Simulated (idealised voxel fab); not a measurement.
Process module under the name voxel released beams
FYI the section here is cut, 280 nm wide, cells are 5 nm squares.
Cross-section layout: square cells on a grid; listed as bands, top to bottom; a band spans one or more cell rows. First you get the band's top height and its bottom height, in nm, and then the materials it's made of, left to right, with each width in nm. If you see a single material with "full width", that one covers the band edge to edge. "air" is empty space. Counting heights begins at 0, where everything beneath is, in the wafer as received, one material. The lowest band has no bottom; it goes on downwards, as "0 down" shows. Think of "30 to 40" as a width that walks from the first number to the second as you go down the band, top row to bottom row, taking equal-sized steps from row to row. You'll sometimes find "everything unchanged" written for a step, and that's the way of saying that nowhere in the cross-section did a cell change during that step. "Enclosed empty spaces" lists enclosed empty spaces (at least 8 cells, no open path upward to the top), each as width x height at distance from the left edge, in nm. On a step's line, text after the settings is the simulator commenting on that step. overlay nm: step with mask; distance mask lay right of planned place; negative value = left of planned place.
The process steps that were planned are listed below:
1 RECEIVE,material Si
2 CONFORMAL_DEP,material SiN,thk nm 5
3 DIRECTIONAL_DEP,material SiO2,thk nm 20
4 PATTERN,tone open,mask id ANCHOR,material resist,width nm 30,thk nm 15,overlay nm 0
5 DIRECTIONAL_ETCH,etch materials SiO2,depth nm 20
6 STRIP,etch materials resist
7 CONFORMAL_DEP,material TiN,thk nm 10
8 DIRECTIONAL_DEP,material aC,thk nm 10
9 PATTERN,tone cover,mask id BEAM,material resist,width nm 105,thk nm 30,overlay nm 0
10 DIRECTIONAL_ETCH,etch materials aC,depth nm 10
11 STRIP,etch materials resist
12 DIRECTIONAL_ETCH,etch materials TiN,depth nm 10
13 STRIP,etch materials aC
14 STRIP,etch materials SiO2
First of the two wafers, run per plan:
Cross-section of the wafer upon arrival, representing the state reached after step 1:
    0 down = Si full width
    Enclosed empty spaces: none
Step 2 complete: cross-section through the wafer:
    5 to 0 = SiN full width
    Heights below 0 show no change.
Step 3 complete: cross-section through the wafer:
    25 to 5 = SiO2 full width
    Heights below 5 show no change.
Step 4 complete: cross-section through the wafer:
    40 to 25 = 90 nm resist, 30 nm air, 160 nm resist
    Heights below 25 show no change.
Step 5 complete: cross-section through the wafer:
    40 to 25 = 90 nm resist, 30 nm air, 160 nm resist
    25 to 5 = 90 nm SiO2, 30 nm air, 160 nm SiO2
    Heights below 5 show no change.
Step 6 complete: cross-section through the wafer:
    25 to 5 = 90 nm SiO2, 30 nm air, 160 nm SiO2
    Heights below 5 show no change.
Step 7 complete: cross-section through the wafer:
    35 to 25 = 100 nm TiN, 10 nm air, 170 nm TiN
    25 to 15 = 90 nm SiO2, 10 nm TiN, 10 nm air, 10 nm TiN, 160 nm SiO2
    15 to 5 = 90 nm SiO2, 30 nm TiN, 160 nm SiO2
    Heights below 5 show no change.
Step 8 complete: cross-section through the wafer:
    45 to 35 = 100 nm aC, 10 nm air, 170 nm aC
    35 to 25 = 100 nm TiN, 10 nm air, 170 nm TiN
    25 to 15 = 90 nm SiO2, 10 nm TiN, 10 nm aC, 10 nm TiN, 160 nm SiO2
    Heights below 15 show no change.
Step 9 complete: cross-section through the wafer:
    75 to 45 = 85 nm air, 105 nm resist, 90 nm air
    45 to 35 = 100 nm aC, 10 nm resist, 170 nm aC
    35 to 25 = 100 nm TiN, 10 nm resist, 170 nm TiN
    Heights below 25 show no change.
Step 10 complete: cross-section through the wafer:
    65 to 45 = 85 nm air, 105 nm resist, 90 nm air
    45 to 35 = 85 nm air, 15 nm aC, 10 nm resist, 80 nm aC, 90 nm air
    Heights below 35 show no change.
Step 11 complete: cross-section through the wafer:
    45 to 35 = 85 nm air, 15 nm aC, 10 nm air, 80 nm aC, 90 nm air
    35 to 25 = 100 nm TiN, 10 nm air, 170 nm TiN
    Heights below 25 show no change.
Step 12 complete: cross-section through the wafer:
    45 to 35 = 85 nm air, 15 nm aC, 10 nm air, 80 nm aC, 90 nm air
    35 to 25 = 85 nm air, 15 nm TiN, 10 nm air, 80 nm TiN, 90 nm air
    Heights below 25 show no change.
Step 13 complete: cross-section through the wafer:
    35 to 25 = 85 nm air, 15 nm TiN, 10 nm air, 80 nm TiN, 90 nm air
    25 to 15 = 90 nm SiO2, 10 nm TiN, 10 nm air, 10 nm TiN, 160 nm SiO2
    Heights below 15 show no change.
Step 14 complete: cross-section through the wafer:
    35 to 25 = 85 nm air, 15 nm TiN, 10 nm air, 80 nm TiN, 90 nm air
    25 to 15 = 90 nm air, 10 nm TiN, 10 nm air, 10 nm TiN, 160 nm air
    15 to 5 = 90 nm air, 30 nm TiN, 160 nm air
    Heights below 5 show no change.
It is to be noted that the second wafer proceeded from the same initial state and according to the same plan as the first, although one mistake was committed in its execution; through step 1, inclusive, the two wafers share an identical history:
Second wafer, cut view, end of step 2 per plan: everything unchanged
Second wafer, cut view, end of step 3 per plan:
    20 to 0 = SiO2 full width
    Heights below 0 show no change.
Second wafer, cut view, end of step 4 per plan:
    35 to 20 = 90 nm resist, 30 nm air, 160 nm resist
    Heights below 20 show no change.
Second wafer, cut view, end of step 5 per plan:
    35 to 20 = 90 nm resist, 30 nm air, 160 nm resist
    20 to 0 = 90 nm SiO2, 30 nm air, 160 nm SiO2
    Heights below 0 show no change.
Second wafer, cut view, end of step 6 per plan:
    20 to 0 = 90 nm SiO2, 30 nm air, 160 nm SiO2
    Heights below 0 show no change.
Second wafer, cut view, end of step 7 per plan:
    30 to 20 = 100 nm TiN, 10 nm air, 170 nm TiN
    20 to 10 = 90 nm SiO2, 10 nm TiN, 10 nm air, 10 nm TiN, 160 nm SiO2
    10 to 0 = 90 nm SiO2, 30 nm TiN, 160 nm SiO2
    Heights below 0 show no change.
Second wafer, cut view, end of step 8 per plan:
    40 to 30 = 100 nm aC, 10 nm air, 170 nm aC
    30 to 20 = 100 nm TiN, 10 nm air, 170 nm TiN
    20 to 10 = 90 nm SiO2, 10 nm TiN, 10 nm aC, 10 nm TiN, 160 nm SiO2
    Heights below 10 show no change.
Second wafer, cut view, end of step 9 per plan:
    70 to 40 = 85 nm air, 105 nm resist, 90 nm air
    40 to 30 = 100 nm aC, 10 nm resist, 170 nm aC
    30 to 20 = 100 nm TiN, 10 nm resist, 170 nm TiN
    Heights below 20 show no change.
Second wafer, cut view, end of step 10 per plan:
    60 to 40 = 85 nm air, 105 nm resist, 90 nm air
    40 to 30 = 85 nm air, 15 nm aC, 10 nm resist, 80 nm aC, 90 nm air
    Heights below 30 show no change.
Second wafer, cut view, end of step 11 per plan:
    40 to 30 = 85 nm air, 15 nm aC, 10 nm air, 80 nm aC, 90 nm air
    30 to 20 = 100 nm TiN, 10 nm air, 170 nm TiN
    Heights below 20 show no change.
Second wafer, cut view, end of step 12 per plan:
    40 to 30 = 85 nm air, 15 nm aC, 10 nm air, 80 nm aC, 90 nm air
    30 to 20 = 85 nm air, 15 nm TiN, 10 nm air, 80 nm TiN, 90 nm air
    Heights below 20 show no change.
Second wafer, cut view, end of step 13 per plan:
    30 to 20 = 85 nm air, 15 nm TiN, 10 nm air, 80 nm TiN, 90 nm air
    20 to 10 = 90 nm SiO2, 10 nm TiN, 10 nm air, 10 nm TiN, 160 nm SiO2
    Heights below 10 show no change.
Second wafer, cut view, end of step 14 per plan:
    30 to 20 = 85 nm air, 15 nm TiN, 10 nm air, 80 nm TiN, 90 nm air
    20 to 10 = 90 nm air, 10 nm TiN, 10 nm air, 10 nm TiN, 160 nm air
    10 to 0 = 90 nm air, 30 nm TiN, 160 nm air
    Heights below 0 show no change.
Against the plan, the run slipped here: skipped: plan step 2 (never run)
It is noted that, at the conclusion of processing, the second wafer exhibits a higher or lower cell count for certain materials relative to the first: SiN -56
